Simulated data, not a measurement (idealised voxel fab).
Documented hereafter: the process module known as voxel capacitor over wiring.
Square cell edge 5 nm, section width 190 nm, ID cut.
Cross-section layout: square cells on a grid; listed as bands, top to bottom; a band spans one or more cell rows. Quick guide to a band line: top height, bottom height (nm) up front; then every material left to right with its width in nm. Only one material and it's marked "edge to edge"? Then it fills the band edge to edge. And "blank" just means empty space. Below 0: as-received wafer, all one material; heights counted from there. Lowest band: no bottom, goes on down, written "z 0 and below". Graded width ("30->40"): value in top row of band = first number; value in bottom row = second number; row-to-row change constant. "no alterations made" -> step changed no cross-section cell. "Closed empty spaces" specifies each empty space that is not open to the top and that occupies no fewer than 8 cells, using the form width x height at distance, the distance measured from the left edge and all three quantities in nm. It should be noted that, on the line of a given step, the content following the step's settings is a remark produced by the simulator itself with respect to that step. A step's line can hold "overlay nm"; with a mask on that step, the setting says how far right of the planned place the mask lay, while a negative setting says it lay to the left.
The process steps that were planned are listed below:
| 1 | RECEIVE with material Si |
| 2 | CONFORMAL_DEP with material SiO2, thk nm 10 |
| 3 | DIRECTIONAL_DEP with material TiN, thk nm 5 |
| 4 | DIRECTIONAL_DEP with material W, thk nm 25 |
| 5 | DIRECTIONAL_DEP with material aC, thk nm 10 |
| 6 | PATTERN with tone cover, mask id METAL_1, material resist, width nm 20, pitch nm 75, thk nm 30, overlay nm 0 |
| 7 | DIRECTIONAL_ETCH with etch materials aC, depth nm 10 |
| 8 | STRIP with etch materials resist |
| 9 | DIRECTIONAL_ETCH with etch materials W, depth nm 25 |
| 10 | DIRECTIONAL_ETCH with etch materials TiN, depth nm 5 |
| 11 | STRIP with etch materials aC |
| 12 | FILL_DEP with material lowk, thk nm 10 |
| 13 | CMP with height nm 40 |
| 14 | CONFORMAL_DEP with material SiCN, thk nm 5 |
| 15 | DIRECTIONAL_DEP with material lowk, thk nm 15 |
| 16 | MASKED_ETCH with tone open, mask id PLUG_1, width nm 15, etch materials lowk, depth nm 15, overlay nm 0 |
| 17 | MASKED_ETCH with tone open, mask id PLUG_1, width nm 15, etch materials SiCN, depth nm 5, overlay nm -15 |
| 18 | CONFORMAL_DEP with material TiN, thk nm 5 |
| 19 | FILL_DEP with material Cu, thk nm 5 |
| 20 | CMP with height nm 60 |
| 21 | DIRECTIONAL_DEP with material TiN, thk nm 10 |
| 22 | DIRECTIONAL_DEP with material SiN, thk nm 5 |
| 23 | DIRECTIONAL_DEP with material TiN, thk nm 10 |
| 24 | PATTERN with tone cover, mask id UPPER_PLATE, material resist, width nm 60, thk nm 15, overlay nm 0 |
| 25 | DIRECTIONAL_ETCH with etch materials TiN, depth nm 10 |
| 26 | DIRECTIONAL_ETCH with etch materials SiN, depth nm 5 |
| 27 | STRIP with etch materials resist |
| 28 | PATTERN with tone cover, mask id LOWER_PLATE, material resist, width nm 70, thk nm 15, overlay nm 0 |
| 29 | DIRECTIONAL_ETCH with etch materials TiN, depth nm 10 |
| 30 | STRIP with etch materials resist |
| 31 | FILL_DEP with material SiO2, thk nm 20 |
| 32 | CMP with height nm 100 |
| 33 | MASKED_ETCH with tone open, mask id PLUG_2, width nm 15, etch materials SiO2, depth nm 15, overlay nm 0 |
| 34 | CONFORMAL_DEP with material TiN, thk nm 5 |
| 35 | FILL_DEP with material Cu, thk nm 10 |
| 36 | CMP with height nm 100 |
| 37 | CONFORMAL_DEP with material SiCN, thk nm 5 |
varied across the wafers: overlay nm of step 17. The plan shows the first wafer's value. All wafers start alike
Received wafers, first of several: cross-section after step 1:
  z 0 and below: Si edge to edge
  Closed empty spaces: none
The table below has one row for each wafer; a row shows, as of the end of the module, how many cells of each material the wafer has gained, marked (+), or lost, marked (-), since it was received, and then the wafer's closed voids:
overlay nm -15; +4 Cu; +76 SiCN; +12 SiN; +307 SiO2; +74 TiN; +40 W; +285 lowk; Closed empty spaces: none
overlay nm -10; +4 Cu; +75 SiCN; +12 SiN; +307 SiO2; +75 TiN; +40 W; +285 lowk; Closed empty spaces: none
overlay nm -5; +4 Cu; +74 SiCN; +12 SiN; +307 SiO2; +76 TiN; +40 W; +285 lowk; Closed empty spaces: none
overlay nm 0; +5 Cu; +73 SiCN; +12 SiN; +307 SiO2; +76 TiN; +40 W; +285 lowk; Closed empty spaces: none
overlay nm 5; +4 Cu; +74 SiCN; +12 SiN; +307 SiO2; +76 TiN; +40 W; +285 lowk; Closed empty spaces: none
overlay nm 10; +4 Cu; +75 SiCN; +12 SiN; +307 SiO2; +75 TiN; +40 W; +285 lowk; Closed empty spaces: none
overlay nm 15; +4 Cu; +76 SiCN; +12 SiN; +307 SiO2; +74 TiN; +40 W; +285 lowk; Closed empty spaces: none
